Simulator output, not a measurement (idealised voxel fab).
Title: Process Module voxel gate over fins
The cross-section on display is named cut; it measures 265 nm wide, and its cells are 5 nm squares.
When this document writes out a cross-section, it uses a grid of square cells and lists it as bands, beginning at the top and moving down, with a band standing for one or more rows of cells. In this notation a band is specified by the heights of its top and bottom, in that order and in nm, after which its materials appear from left to right, each paired with its width in nm. The word "everywhere" attached to a single material means that material fills the band from edge to edge; the word "air" stands for empty space. Basically, 0 is our baseline, since under it the wafer straight out of the box is all one material. The bottom band has no lower end and keeps on going down, so it looks like "0 down". Width spec "30..40" -> top row of cells at first value, bottom row at second value, equal per-row change in between. "no change occurred" (step): cross-section cells unchanged, all of them. Voids not open to the top, 8 cells minimum: see "Closed empty spaces". Written width x height at distance; distance is from the left edge; nm. If you see something after the settings on a step's line, that's the simulator's own remark about that step. "overlay nm", when on a step's line for a step with a mask, measures how far to the right of its planned place the mask lay; a negative measure means to the left.

# Listed below are the process steps as planned
step 1: RECEIVE | material Si
step 2: CONFORMAL_DEP | material SiN | thk nm 10
step 3: DIRECTIONAL_DEP | material aC | thk nm 10
step 4: PATTERN | tone cover | mask id FINS | material resist | width nm 15 | pitch nm 50 | thk nm 30 | overlay nm 0
step 5: DIRECTIONAL_ETCH | etch materials aC | depth nm 10
step 6: STRIP | etch materials resist
step 7: DIRECTIONAL_ETCH | etch materials SiN | depth nm 10
step 8: DIRECTIONAL_ETCH | etch materials Si | depth nm 30
step 9: STRIP | etch materials aC
step 10: FILL_DEP | material SiO2 | thk nm 10
step 11: CMP | height nm 10
step 12: PATTERN | tone open | mask id RAIL | material resist | width nm 15 | thk nm 20 | overlay nm 0
step 13: DIRECTIONAL_ETCH | etch materials SiO2 | depth nm 35
step 14: STRIP | etch materials resist
step 15: CONFORMAL_DEP | material TiN | thk nm 5
step 16: FILL_DEP | material W | thk nm 10
step 17: CMP | height nm 10
step 18: SELECTIVE_ETCH | etch materials W Ru TiN | depth nm 25
step 19: FILL_DEP | material SiO2 | thk nm 5
step 20: CMP | height nm 10
step 21: SELECTIVE_ETCH | etch materials SiO2 | depth nm 20
step 22: STRIP | etch materials SiN
step 23: CONFORMAL_DEP | material HfO2 | thk nm 5
step 24: CONFORMAL_DEP | material TiN | thk nm 5
step 25: FILL_DEP | material W | thk nm 15
step 26: CMP | height nm 20
step 27: CONFORMAL_DEP | material SiCN | thk nm 5

# First wafer of two (run as planned)

# Cross-section: wafer on arrival = after step 1
  0 down: Si everywhere
  Closed empty spaces: none

# After step 2, in cross-section
  10 to 0: SiN everywhere
  Everything under 0 stays put, no change at all.

# After step 3, in cross-section
  20 to 10: aC everywhere
  Everything under 10 stays put, no change at all.

# After step 4, in cross-section
  50 to 20: air: 100 / resist: 15 / air: 35 / resist: 15 / air: 100
  Everything under 20 stays put, no change at all.

# After step 5, in cross-section
  40 to 20: air: 100 / resist: 15 / air: 35 / resist: 15 / air: 100
  20 to 10: air: 100 / aC: 15 / air: 35 / aC: 15 / air: 100
  Everything under 10 stays put, no change at all.

# After step 6, in cross-section
  20 to 10: air: 100 / aC: 15 / air: 35 / aC: 15 / air: 100
  Everything under 10 stays put, no change at all.

# After step 7, in cross-section
  20 to 10: air: 100 / aC: 15 / air: 35 / aC: 15 / air: 100
  10 to 0: air: 100 / SiN: 15 / air: 35 / SiN: 15 / air: 100
  Everything under 0 stays put, no change at all.

# After step 8, in cross-section
  20 to 10: air: 100 / aC: 15 / air: 35 / aC: 15 / air: 100
  10 to 0: air: 100 / SiN: 15 / air: 35 / SiN: 15 / air: 100
  0 to -30: air: 100 / Si: 15 / air: 35 / Si: 15 / air: 100
  Everything under -30 stays put, no change at all.

# After step 9, in cross-section
  10 to 0: air: 100 / SiN: 15 / air: 35 / SiN: 15 / air: 100
  Everything under 0 stays put, no change at all.

# After step 10, in cross-section
  20 to 10: SiO2 everywhere
  10 to 0: SiO2: 100 / SiN: 15 / SiO2: 35 / SiN: 15 / SiO2: 100
  0 to -30: SiO2: 100 / Si: 15 / SiO2: 35 / Si: 15 / SiO2: 100
  Everything under -30 stays put, no change at all.

# After step 11, in cross-section
  10 to 0: SiO2: 100 / SiN: 15 / SiO2: 35 / SiN: 15 / SiO2: 100
  Everything under 0 stays put, no change at all.

# After step 12, in cross-section
  30 to 10: resist: 125 / air: 15 / resist: 125
  Everything under 10 stays put, no change at all.

# After step 13, in cross-section
  30 to 10: resist: 125 / air: 15 / resist: 125
  10 to 0: SiO2: 100 / SiN: 15 / SiO2: 10 / air: 15 / SiO2: 10 / SiN: 15 / SiO2: 100
  0 to -25: SiO2: 100 / Si: 15 / SiO2: 10 / air: 15 / SiO2: 10 / Si: 15 / SiO2: 100
  Everything under -25 stays put, no change at all.

# After step 14, in cross-section
  10 to 0: SiO2: 100 / SiN: 15 / SiO2: 10 / air: 15 / SiO2: 10 / SiN: 15 / SiO2: 100
  Everything under 0 stays put, no change at all.

# After step 15, in cross-section
  15 to 10: TiN: 130 / air: 5 / TiN: 130
  10 to 0: SiO2: 100 / SiN: 15 / SiO2: 10 / TiN: 5 / air: 5 / TiN: 5 / SiO2: 10 / SiN: 15 / SiO2: 100
  0 to -20: SiO2: 100 / Si: 15 / SiO2: 10 / TiN: 5 / air: 5 / TiN: 5 / SiO2: 10 / Si: 15 / SiO2: 100
  -20 to -25: SiO2: 100 / Si: 15 / SiO2: 10 / TiN: 15 / SiO2: 10 / Si: 15 / SiO2: 100
  Everything under -25 stays put, no change at all.

# After step 16, in cross-section
  25 to 15: W everywhere
  15 to 10: TiN: 130 / W: 5 / TiN: 130
  10 to 0: SiO2: 100 / SiN: 15 / SiO2: 10 / TiN: 5 / W: 5 / TiN: 5 / SiO2: 10 / SiN: 15 / SiO2: 100
  0 to -20: SiO2: 100 / Si: 15 / SiO2: 10 / TiN: 5 / W: 5 / TiN: 5 / SiO2: 10 / Si: 15 / SiO2: 100
  Everything under -20 stays put, no change at all.

# After step 17, in cross-section
  10 to 0: SiO2: 100 / SiN: 15 / SiO2: 10 / TiN: 5 / W: 5 / TiN: 5 / SiO2: 10 / SiN: 15 / SiO2: 100
  Everything under 0 stays put, no change at all.

# After step 18, in cross-section
  10 to 0: SiO2: 100 / SiN: 15 / SiO2: 10 / air: 15 / SiO2: 10 / SiN: 15 / SiO2: 100
  0 to -15: SiO2: 100 / Si: 15 / SiO2: 10 / air: 15 / SiO2: 10 / Si: 15 / SiO2: 100
  Everything under -15 stays put, no change at all.

# After step 19, in cross-section
  15 to 10: SiO2 everywhere
  10 to 0: SiO2: 100 / SiN: 15 / SiO2: 35 / SiN: 15 / SiO2: 100
  0 to -15: SiO2: 100 / Si: 15 / SiO2: 35 / Si: 15 / SiO2: 100
  Everything under -15 stays put, no change at all.

# After step 20, in cross-section
  10 to 0: SiO2: 100 / SiN: 15 / SiO2: 35 / SiN: 15 / SiO2: 100
  Everything under 0 stays put, no change at all.

# After step 21, in cross-section
  10 to 0: air: 100 / SiN: 15 / air: 35 / SiN: 15 / air: 100
  0 to -10: air: 100 / Si: 15 / air: 35 / Si: 15 / air: 100
  Everything under -10 stays put, no change at all.

# After step 22, in cross-section
  0 to -10: air: 100 / Si: 15 / air: 35 / Si: 15 / air: 100
  Everything under -10 stays put, no change at all.

# After step 23, in cross-section
  5 to 0: air: 95 / HfO2: 25 / air: 25 / HfO2: 25 / air: 95
  0 to -5: air: 95 / HfO2: 5 / Si: 15 / HfO2: 5 / air: 25 / HfO2: 5 / Si: 15 / HfO2: 5 / air: 95
  -5 to -10: HfO2: 100 / Si: 15 / HfO2: 35 / Si: 15 / HfO2: 100
  Everything under -10 stays put, no change at all.

# After step 24, in cross-section
  10 to 5: air: 90 / TiN: 35 / air: 15 / TiN: 35 / air: 90
  5 to 0: air: 90 / TiN: 5 / HfO2: 25 / TiN: 5 / air: 15 / TiN: 5 / HfO2: 25 / TiN: 5 / air: 90
  0 to -5: TiN: 95 / HfO2: 5 / Si: 15 / HfO2: 5 / TiN: 25 / HfO2: 5 / Si: 15 / HfO2: 5 / TiN: 95
  Everything under -5 stays put, no change at all.

# After step 25, in cross-section
  25 to 10: W everywhere
  10 to 5: W: 90 / TiN: 35 / W: 15 / TiN: 35 / W: 90
  5 to 0: W: 90 / TiN: 5 / HfO2: 25 / TiN: 5 / W: 15 / TiN: 5 / HfO2: 25 / TiN: 5 / W: 90
  Everything under 0 stays put, no change at all.

# After step 26, in cross-section
  20 to 10: W everywhere
  Everything under 10 stays put, no change at all.

# After step 27, in cross-section
  25 to 20: SiCN everywhere
  Everything under 20 stays put, no change at all.

# Okay, second wafer. Nothing different at the start, nothing different in the plan, just one mistake somewhere in the running. As far as step 16, counting that step, it's the first wafer all over again

X-section, second wafer, when step 17 was due to finish: no change occurred

# X-section, second wafer, when step 18 was due to finish
  10 to 0: SiO2: 100 / SiN: 15 / SiO2: 10 / air: 15 / SiO2: 10 / SiN: 15 / SiO2: 100
  Everything under 0 stays put, no change at all.

# X-section, second wafer, when step 19 was due to finish
  15 to 10: SiO2 everywhere
  10 to 0: SiO2: 100 / SiN: 15 / SiO2: 35 / SiN: 15 / SiO2: 100
  Everything under 0 stays put, no change at all.

# X-section, second wafer, when step 20 was due to finish
  10 to 0: SiO2: 100 / SiN: 15 / SiO2: 35 / SiN: 15 / SiO2: 100
  Everything under 0 stays put, no change at all.

# X-section, second wafer, when step 21 was due to finish
  10 to 0: air: 100 / SiN: 15 / air: 35 / SiN: 15 / air: 100
  0 to -10: air: 100 / Si: 15 / air: 10 / TiN: 5 / W: 5 / TiN: 5 / air: 10 / Si: 15 / air: 100
  Everything under -10 stays put, no change at all.

# X-section, second wafer, when step 22 was due to finish
  0 to -10: air: 100 / Si: 15 / air: 10 / TiN: 5 / W: 5 / TiN: 5 / air: 10 / Si: 15 / air: 100
  Everything under -10 stays put, no change at all.

# X-section, second wafer, when step 23 was due to finish
  5 to 0: air: 95 / HfO2: 75 / air: 95
  0 to -5: air: 95 / HfO2: 5 / Si: 15 / HfO2: 10 / TiN: 5 / W: 5 / TiN: 5 / HfO2: 10 / Si: 15 / HfO2: 5 / air: 95
  -5 to -10: HfO2: 100 / Si: 15 / HfO2: 10 / TiN: 5 / W: 5 / TiN: 5 / HfO2: 10 / Si: 15 / HfO2: 100
  Everything under -10 stays put, no change at all.

# X-section, second wafer, when step 24 was due to finish
  10 to 5: air: 90 / TiN: 85 / air: 90
  5 to 0: air: 90 / TiN: 5 / HfO2: 75 / TiN: 5 / air: 90
  0 to -5: TiN: 95 / HfO2: 5 / Si: 15 / HfO2: 10 / TiN: 5 / W: 5 / TiN: 5 / HfO2: 10 / Si: 15 / HfO2: 5 / TiN: 95
  Everything under -5 stays put, no change at all.

# X-section, second wafer, when step 25 was due to finish
  25 to 10: W everywhere
  10 to 5: W: 90 / TiN: 85 / W: 90
  5 to 0: W: 90 / TiN: 5 / HfO2: 75 / TiN: 5 / W: 90
  Everything under 0 stays put, no change at all.

# X-section, second wafer, when step 26 was due to finish
  20 to 10: W everywhere
  Everything under 10 stays put, no change at all.

# X-section, second wafer, when step 27 was due to finish
  25 to 20: SiCN everywhere
  Everything under 20 stays put, no change at all.
Processing error: step 17 of the plan did not run at all; it was left out
Counted in cells at the end, the second wafer holds more or fewer of these materials than the first: 4 more of HfO2, 3 fewer of SiO2, 2 more of TiN, 3 fewer of W
